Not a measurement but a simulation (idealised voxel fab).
Herein follows the process module entitled voxel gate over fins.
cross-section cut | 220 nm wide | cells 5 nm
In this document a cross-section is written as a grid of square cells. It is given as a series of bands, listed from the top down, and a band is one or more rows of cells.
In this notation a band is specified by the heights of its top and bottom, in that order and in nm, after which its materials appear from left to right, each paired with its width in nm. The word "throughout" attached to a single material means that material fills the band from edge to edge; the word "empty" stands for empty space.
Zero point of the height axis is 0; under it, received wafer = one material. Lowest band: continues down indefinitely, "0 nm and below".
Top row gets the first number, bottom row gets the second, and each row in between changes by the same step: that is how a band width like "30 to 40" works.
Given "no change" for a step, no cell of the cross-section differs between before and after that step.
You'll see "Trapped voids" listing empty spaces that have no way open to the top, as long as they're 8 cells or more; the notation is width x height at distance, where the distance is from the left edge, and all of it is in nm.
Formally, on a step line, whatever follows the settings is a remark that the simulator itself makes on the step.
overlay nm, on a step with a mask: how far to the right of its planned place the mask lay; to the left if negative
For the reader: what remains of this document is a series of pairs, each showing a cross-section before one process step and a cross-section after that step which reaches down only to the lowest band that changed, with the step between them and its settings set out under the pair. It should not be assumed that a pair continues from the pair above it; the pairs can come from different runs of this module on the same starting wafer, and such continuity exists only where the entry headed "Snapshot before" says so.
SNAPSHOT BEFORE
    20 nm to 5 nm = 65 empty / 15 aC / 30 empty / 15 aC / 30 empty / 15 aC / 50 empty
    5 nm to 0 nm = 65 empty / 15 SiN / 30 empty / 15 SiN / 30 empty / 15 SiN / 50 empty
    0 nm and below = Si throughout
    Trapped voids: none
CUT VIEW, POST-STEP
    20 nm to 5 nm = 65 empty / 15 aC / 30 empty / 15 aC / 30 empty / 15 aC / 50 empty
    5 nm to 0 nm = 65 empty / 15 SiN / 30 empty / 15 SiN / 30 empty / 15 SiN / 50 empty
    0 nm to -40 nm = 65 empty / 15 Si / 30 empty / 15 Si / 30 empty / 15 Si / 50 empty
    Unchanged below -40.
    Trapped voids: none
The transition between the preceding cross-sections is accomplished by op DIRECTIONAL_ETCH | etch materials Si | depth nm 40
Snapshot before: The prior state of this step coincides with the post-step cross-section of the pair just above.
CUT VIEW, POST-STEP
    5 nm to 0 nm = 65 empty / 15 SiN / 30 empty / 15 SiN / 30 empty / 15 SiN / 50 empty
    Unchanged below 0.
    Trapped voids: none
The transition between the preceding cross-sections is accomplished by op STRIP | etch materials aC
Snapshot before: The prior state of this step coincides with the post-step cross-section of the pair just above.
CUT VIEW, POST-STEP
    5 nm to 0 nm = 65 empty / 15 SiN / 30 empty / 15 SiN / 30 empty / 15 SiN / 50 empty
    0 nm to -40 nm = 65 empty / 5 SiO2 / 5 Si / 5 SiO2 / 30 empty / 5 SiO2 / 5 Si / 5 SiO2 / 30 empty / 5 SiO2 / 5 Si / 5 SiO2 / 50 empty
    -40 nm to -45 nm = 70 SiO2 / 5 Si / 40 SiO2 / 5 Si / 40 SiO2 / 5 Si / 55 SiO2
    Unchanged below -45.
    Trapped voids: none
The transition between the preceding cross-sections is accomplished by op OXIDIZE | depth nm 5
Snapshot before: The prior state of this step coincides with the post-step cross-section of the pair just above.
CUT VIEW, POST-STEP
    15 nm to 5 nm = SiO2 throughout
    5 nm to 0 nm = 65 SiO2 / 15 SiN / 30 SiO2 / 15 SiN / 30 SiO2 / 15 SiN / 50 SiO2
    0 nm to -45 nm = 70 SiO2 / 5 Si / 40 SiO2 / 5 Si / 40 SiO2 / 5 Si / 55 SiO2
    Unchanged below -45.
    Trapped voids: none
The transition between the preceding cross-sections is accomplished by op FILL_DEP | material SiO2 | thk nm 10
Snapshot before: The prior state of this step coincides with the post-step cross-section of the pair just above.
CUT VIEW, POST-STEP
    5 nm to 0 nm = 65 SiO2 / 15 SiN / 30 SiO2 / 15 SiN / 30 SiO2 / 15 SiN / 50 SiO2
    Unchanged below 0.
    Trapped voids: none
The transition between the preceding cross-sections is accomplished by op CMP | height nm 5
Snapshot before: The prior state of this step coincides with the post-step cross-section of the pair just above.
CUT VIEW, POST-STEP
    5 nm to 0 nm = 65 empty / 15 SiN / 30 empty / 15 SiN / 30 empty / 15 SiN / 50 empty
    0 nm to -15 nm = 70 empty / 5 Si / 40 empty / 5 Si / 40 empty / 5 Si / 55 empty
    Unchanged below -15.
    Trapped voids: none
The transition between the preceding cross-sections is accomplished by op SELECTIVE_ETCH | etch materials SiO2 | depth nm 20
Snapshot before: The prior state of this step coincides with the post-step cross-section of the pair just above.
CUT VIEW, POST-STEP
    0 nm to -15 nm = 70 empty / 5 Si / 40 empty / 5 Si / 40 empty / 5 Si / 55 empty
    Unchanged below -15.
    Trapped voids: none
The transition between the preceding cross-sections is accomplished by op STRIP | etch materials SiN
Snapshot before: The prior state of this step coincides with the post-step cross-section of the pair just above.
CUT VIEW, POST-STEP
    5 nm to 0 nm = 65 empty / 15 HfO2 / 30 empty / 15 HfO2 / 30 empty / 15 HfO2 / 50 empty
    0 nm to -10 nm = 65 empty / 5 HfO2 / 5 Si / 5 HfO2 / 30 empty / 5 HfO2 / 5 Si / 5 HfO2 / 30 empty / 5 HfO2 / 5 Si / 5 HfO2 / 50 empty
    -10 nm to -15 nm = 70 HfO2 / 5 Si / 40 HfO2 / 5 Si / 40 HfO2 / 5 Si / 55 HfO2
    Unchanged below -15.
    Trapped voids: none
The transition between the preceding cross-sections is accomplished by op CONFORMAL_DEP | material HfO2 | thk nm 5
Snapshot before: The prior state of this step coincides with the post-step cross-section of the pair just above.
CUT VIEW, POST-STEP
    10 nm to 5 nm = 60 empty / 25 TiN / 20 empty / 25 TiN / 20 empty / 25 TiN / 45 empty
    5 nm to 0 nm = 60 empty / 5 TiN / 15 HfO2 / 5 TiN / 20 empty / 5 TiN / 15 HfO2 / 5 TiN / 20 empty / 5 TiN / 15 HfO2 / 5 TiN / 45 empty
    0 nm to -5 nm = 60 empty / 5 TiN / 5 HfO2 / 5 Si / 5 HfO2 / 5 TiN / 20 empty / 5 TiN / 5 HfO2 / 5 Si / 5 HfO2 / 5 TiN / 20 empty / 5 TiN / 5 HfO2 / 5 Si / 5 HfO2 / 5 TiN / 45 empty
    -5 nm to -10 nm = 65 TiN / 5 HfO2 / 5 Si / 5 HfO2 / 30 TiN / 5 HfO2 / 5 Si / 5 HfO2 / 30 TiN / 5 HfO2 / 5 Si / 5 HfO2 / 50 TiN
    Unchanged below -10.
    Trapped voids: none
The transition between the preceding cross-sections is accomplished by op CONFORMAL_DEP | material TiN | thk nm 5
Snapshot before: The prior state of this step coincides with the post-step cross-section of the pair just above.
CUT VIEW, POST-STEP
    25 nm to 10 nm = W throughout
    10 nm to 5 nm = 60 W / 25 TiN / 20 W / 25 TiN / 20 W / 25 TiN / 45 W
    5 nm to 0 nm = 60 W / 5 TiN / 15 HfO2 / 5 TiN / 20 W / 5 TiN / 15 HfO2 / 5 TiN / 20 W / 5 TiN / 15 HfO2 / 5 TiN / 45 W
    0 nm to -5 nm = 60 W / 5 TiN / 5 HfO2 / 5 Si / 5 HfO2 / 5 TiN / 20 W / 5 TiN / 5 HfO2 / 5 Si / 5 HfO2 / 5 TiN / 20 W / 5 TiN / 5 HfO2 / 5 Si / 5 HfO2 / 5 TiN / 45 W
    Unchanged below -5.
    Trapped voids: none
The transition between the preceding cross-sections is accomplished by op FILL_DEP | material W | thk nm 15
Snapshot before: The prior state of this step coincides with the post-step cross-section of the pair just above.
CUT VIEW, POST-STEP
    20 nm to 10 nm = W throughout
    Unchanged below 10.
    Trapped voids: none
The transition between the preceding cross-sections is accomplished by op CMP | height nm 20
Snapshot before: The prior state of this step coincides with the post-step cross-section of the pair just above.
CUT VIEW, POST-STEP
    25 nm to 20 nm = SiCN throughout
    Unchanged below 20.
    Trapped voids: none
The transition between the preceding cross-sections is accomplished by op CONFORMAL_DEP | material SiCN | thk nm 5
SNAPSHOT BEFORE
    0 nm to -15 nm = 60 empty / 5 Si / 40 empty / 5 Si / 40 empty / 5 Si / 65 empty
    -15 nm to -45 nm = 60 SiO2 / 5 Si / 40 SiO2 / 5 Si / 40 SiO2 / 5 Si / 65 SiO2
    -45 nm and below = Si throughout
    Trapped voids: none
CUT VIEW, POST-STEP
    5 nm to 0 nm = 55 empty / 15 W / 30 empty / 15 W / 30 empty / 15 W / 60 empty
    0 nm to -10 nm = 55 empty / 5 W / 5 Si / 5 W / 30 empty / 5 W / 5 Si / 5 W / 30 empty / 5 W / 5 Si / 5 W / 60 empty
    -10 nm to -15 nm = 60 W / 5 Si / 40 W / 5 Si / 40 W / 5 Si / 65 W
    Unchanged below -15.
    Trapped voids: none
The transition between the preceding cross-sections is accomplished by op CONFORMAL_DEP | material W | thk nm 5
Snapshot before: The prior state of this step coincides with the post-step cross-section of the pair just above.
CUT VIEW, POST-STEP
    10 nm to 5 nm = 50 empty / 25 TiN / 20 empty / 25 TiN / 20 empty / 25 TiN / 55 empty
    5 nm to 0 nm = 50 empty / 5 TiN / 15 W / 5 TiN / 20 empty / 5 TiN / 15 W / 5 TiN / 20 empty / 5 TiN / 15 W / 5 TiN / 55 empty
    0 nm to -5 nm = 50 empty / 5 TiN / 5 W / 5 Si / 5 W / 5 TiN / 20 empty / 5 TiN / 5 W / 5 Si / 5 W / 5 TiN / 20 empty / 5 TiN / 5 W / 5 Si / 5 W / 5 TiN / 55 empty
    -5 nm to -10 nm = 55 TiN / 5 W / 5 Si / 5 W / 30 TiN / 5 W / 5 Si / 5 W / 30 TiN / 5 W / 5 Si / 5 W / 60 TiN
    Unchanged below -10.
    Trapped voids: none
The transition between the preceding cross-sections is accomplished by op CONFORMAL_DEP | material TiN | thk nm 5
Snapshot before: The prior state of this step coincides with the post-step cross-section of the pair just above.
CUT VIEW, POST-STEP
    25 nm to 10 nm = W throughout
    10 nm to 5 nm = 50 W / 25 TiN / 20 W / 25 TiN / 20 W / 25 TiN / 55 W
    5 nm to 0 nm = 50 W / 5 TiN / 15 W / 5 TiN / 20 W / 5 TiN / 15 W / 5 TiN / 20 W / 5 TiN / 15 W / 5 TiN / 55 W
    0 nm to -5 nm = 50 W / 5 TiN / 5 W / 5 Si / 5 W / 5 TiN / 20 W / 5 TiN / 5 W / 5 Si / 5 W / 5 TiN / 20 W / 5 TiN / 5 W / 5 Si / 5 W / 5 TiN / 55 W
    Unchanged below -5.
    Trapped voids: none
The transition between the preceding cross-sections is accomplished by op FILL_DEP | material W | thk nm 15
Snapshot before: The prior state of this step coincides with the post-step cross-section of the pair just above.
CUT VIEW, POST-STEP
    20 nm to 10 nm = W throughout
    Unchanged below 10.
    Trapped voids: none
The transition between the preceding cross-sections is accomplished by op CMP | height nm 20
Snapshot before: The prior state of this step coincides with the post-step cross-section of the pair just above.
CUT VIEW, POST-STEP
    25 nm to 20 nm = SiCN throughout
    Unchanged below 20.
    Trapped voids: none
The transition between the preceding cross-sections is accomplished by op CONFORMAL_DEP | material SiCN | thk nm 5
SNAPSHOT BEFORE
    20 nm to 5 nm = aC throughout
    5 nm to 0 nm = SiN throughout
    0 nm and below = Si throughout
    Trapped voids: none
CUT VIEW, POST-STEP
    50 nm to 20 nm = 55 resist / 15 empty / 30 resist / 15 empty / 30 resist / 15 empty / 60 resist
    Unchanged below 20.
    Trapped voids: none
The transition between the preceding cross-sections is accomplished by op PATTERN | tone open | mask id FINS | material resist | width nm 15 | pitch nm 45 | thk nm 30 | overlay nm 0
Snapshot before: The prior state of this step coincides with the post-step cross-section of the pair just above.
CUT VIEW, POST-STEP
    35 nm to 20 nm = 55 resist / 15 empty / 30 resist / 15 empty / 30 resist / 15 empty / 60 resist
    20 nm to 5 nm = 55 aC / 15 empty / 30 aC / 15 empty / 30 aC / 15 empty / 60 aC
    Unchanged below 5.
    Trapped voids: none
The transition between the preceding cross-sections is accomplished by op DIRECTIONAL_ETCH | etch materials aC | depth nm 15
Snapshot before: The prior state of this step coincides with the post-step cross-section of the pair just above.
CUT VIEW, POST-STEP
    20 nm to 5 nm = 55 aC / 15 empty / 30 aC / 15 empty / 30 aC / 15 empty / 60 aC
    Unchanged below 5.
    Trapped voids: none
The transition between the preceding cross-sections is accomplished by op STRIP | etch materials resist
Snapshot before: The prior state of this step coincides with the post-step cross-section of the pair just above.
CUT VIEW, POST-STEP
    20 nm to 5 nm = 55 aC / 15 empty / 30 aC / 15 empty / 30 aC / 15 empty / 60 aC
    5 nm to 0 nm = 55 SiN / 15 empty / 30 SiN / 15 empty / 30 SiN / 15 empty / 60 SiN
    Unchanged below 0.
    Trapped voids: none
The transition between the preceding cross-sections is accomplished by op DIRECTIONAL_ETCH | etch materials SiN | depth nm 5
Snapshot before: The prior state of this step coincides with the post-step cross-section of the pair just above.
CUT VIEW, POST-STEP
    20 nm to 5 nm = 55 aC / 15 empty / 30 aC / 15 empty / 30 aC / 15 empty / 60 aC
    5 nm to 0 nm = 55 SiN / 15 empty / 30 SiN / 15 empty / 30 SiN / 15 empty / 60 SiN
    0 nm to -40 nm = 55 Si / 15 empty / 30 Si / 15 empty / 30 Si / 15 empty / 60 Si
    Unchanged below -40.
    Trapped voids: none
The transition between the preceding cross-sections is accomplished by op DIRECTIONAL_ETCH | etch materials Si | depth nm 40
Snapshot before: The prior state of this step coincides with the post-step cross-section of the pair just above.
CUT VIEW, POST-STEP
    5 nm to 0 nm = 55 SiN / 15 empty / 30 SiN / 15 empty / 30 SiN / 15 empty / 60 SiN
    Unchanged below 0.
    Trapped voids: none
The transition between the preceding cross-sections is accomplished by op STRIP | etch materials aC
Snapshot before: The prior state of this step coincides with the post-step cross-section of the pair just above.
CUT VIEW, POST-STEP
    5 nm to 0 nm = 55 SiN / 15 empty / 30 SiN / 15 empty / 30 SiN / 15 empty / 60 SiN
    0 nm to -40 nm = 50 Si / 5 SiO2 / 15 empty / 5 SiO2 / 20 Si / 5 SiO2 / 15 empty / 5 SiO2 / 20 Si / 5 SiO2 / 15 empty / 5 SiO2 / 55 Si
    -40 nm to -45 nm = 50 Si / 25 SiO2 / 20 Si / 25 SiO2 / 20 Si / 25 SiO2 / 55 Si
    Unchanged below -45.
    Trapped voids: none
The transition between the preceding cross-sections is accomplished by op OXIDIZE | depth nm 5
Snapshot before: The prior state of this step coincides with the post-step cross-section of the pair just above.
CUT VIEW, POST-STEP
    15 nm to 5 nm = SiO2 throughout
    5 nm to 0 nm = 55 SiN / 15 SiO2 / 30 SiN / 15 SiO2 / 30 SiN / 15 SiO2 / 60 SiN
    0 nm to -45 nm = 50 Si / 25 SiO2 / 20 Si / 25 SiO2 / 20 Si / 25 SiO2 / 55 Si
    Unchanged below -45.
    Trapped voids: none
The transition between the preceding cross-sections is accomplished by op FILL_DEP | material SiO2 | thk nm 10
Snapshot before: The prior state of this step coincides with the post-step cross-section of the pair just above.
CUT VIEW, POST-STEP
    5 nm to 0 nm = 55 SiN / 15 SiO2 / 30 SiN / 15 SiO2 / 30 SiN / 15 SiO2 / 60 SiN
    Unchanged below 0.
    Trapped voids: none
The transition between the preceding cross-sections is accomplished by op CMP | height nm 5
Snapshot before: The prior state of this step coincides with the post-step cross-section of the pair just above.
CUT VIEW, POST-STEP
    5 nm to 0 nm = 55 SiN / 15 empty / 30 SiN / 15 empty / 30 SiN / 15 empty / 60 SiN
    0 nm to -15 nm = 50 Si / 25 empty / 20 Si / 25 empty / 20 Si / 25 empty / 55 Si
    Unchanged below -15.
    Trapped voids: none
The transition between the preceding cross-sections is accomplished by op SELECTIVE_ETCH | etch materials SiO2 | depth nm 20
Snapshot before: The prior state of this step coincides with the post-step cross-section of the pair just above.
CUT VIEW, POST-STEP
    0 nm to -15 nm = 50 Si / 25 empty / 20 Si / 25 empty / 20 Si / 25 empty / 55 Si
    Unchanged below -15.
    Trapped voids: none
The transition between the preceding cross-sections is accomplished by op STRIP | etch materials SiN
Snapshot before: The prior state of this step coincides with the post-step cross-section of the pair just above.
CUT VIEW, POST-STEP
    5 nm to 0 nm = 55 HfO2 / 15 empty / 30 HfO2 / 15 empty / 30 HfO2 / 15 empty / 60 HfO2
    0 nm to -10 nm = 50 Si / 5 HfO2 / 15 empty / 5 HfO2 / 20 Si / 5 HfO2 / 15 empty / 5 HfO2 / 20 Si / 5 HfO2 / 15 empty / 5 HfO2 / 55 Si
    -10 nm to -15 nm = 50 Si / 25 HfO2 / 20 Si / 25 HfO2 / 20 Si / 25 HfO2 / 55 Si
    Unchanged below -15.
    Trapped voids: none
The transition between the preceding cross-sections is accomplished by op CONFORMAL_DEP | material HfO2 | thk nm 5
Snapshot before: The prior state of this step coincides with the post-step cross-section of the pair just above.
CUT VIEW, POST-STEP
    10 nm to 5 nm = 60 TiN / 5 empty / 40 TiN / 5 empty / 40 TiN / 5 empty / 65 TiN
    5 nm to 0 nm = 55 HfO2 / 5 TiN / 5 empty / 5 TiN / 30 HfO2 / 5 TiN / 5 empty / 5 TiN / 30 HfO2 / 5 TiN / 5 empty / 5 TiN / 60 HfO2
    0 nm to -5 nm = 50 Si / 5 HfO2 / 5 TiN / 5 empty / 5 TiN / 5 HfO2 / 20 Si / 5 HfO2 / 5 TiN / 5 empty / 5 TiN / 5 HfO2 / 20 Si / 5 HfO2 / 5 TiN / 5 empty / 5 TiN / 5 HfO2 / 55 Si
    -5 nm to -10 nm = 50 Si / 5 HfO2 / 15 TiN / 5 HfO2 / 20 Si / 5 HfO2 / 15 TiN / 5 HfO2 / 20 Si / 5 HfO2 / 15 TiN / 5 HfO2 / 55 Si
    Unchanged below -10.
    Trapped voids: none
The transition between the preceding cross-sections is accomplished by op CONFORMAL_DEP | material TiN | thk nm 5
Snapshot before: The prior state of this step coincides with the post-step cross-section of the pair just above.
CUT VIEW, POST-STEP
    25 nm to 10 nm = W throughout
    10 nm to 5 nm = 60 TiN / 5 W / 40 TiN / 5 W / 40 TiN / 5 W / 65 TiN
    5 nm to 0 nm = 55 HfO2 / 5 TiN / 5 W / 5 TiN / 30 HfO2 / 5 TiN / 5 W / 5 TiN / 30 HfO2 / 5 TiN / 5 W / 5 TiN / 60 HfO2
    0 nm to -5 nm = 50 Si / 5 HfO2 / 5 TiN / 5 W / 5 TiN / 5 HfO2 / 20 Si / 5 HfO2 / 5 TiN / 5 W / 5 TiN / 5 HfO2 / 20 Si / 5 HfO2 / 5 TiN / 5 W / 5 TiN / 5 HfO2 / 55 Si
    Unchanged below -5.
    Trapped voids: none
The transition between the preceding cross-sections is accomplished by op FILL_DEP | material W | thk nm 15
Snapshot before: The prior state of this step coincides with the post-step cross-section of the pair just above.
CUT VIEW, POST-STEP
    20 nm to 10 nm = W throughout
    Unchanged below 10.
    Trapped voids: none
The transition between the preceding cross-sections is accomplished by op CMP | height nm 20
Snapshot before: The prior state of this step coincides with the post-step cross-section of the pair just above.
CUT VIEW, POST-STEP
    25 nm to 20 nm = SiCN throughout
    Unchanged below 20.
    Trapped voids: none
The transition between the preceding cross-sections is accomplished by op CONFORMAL_DEP | material SiCN | thk nm 5
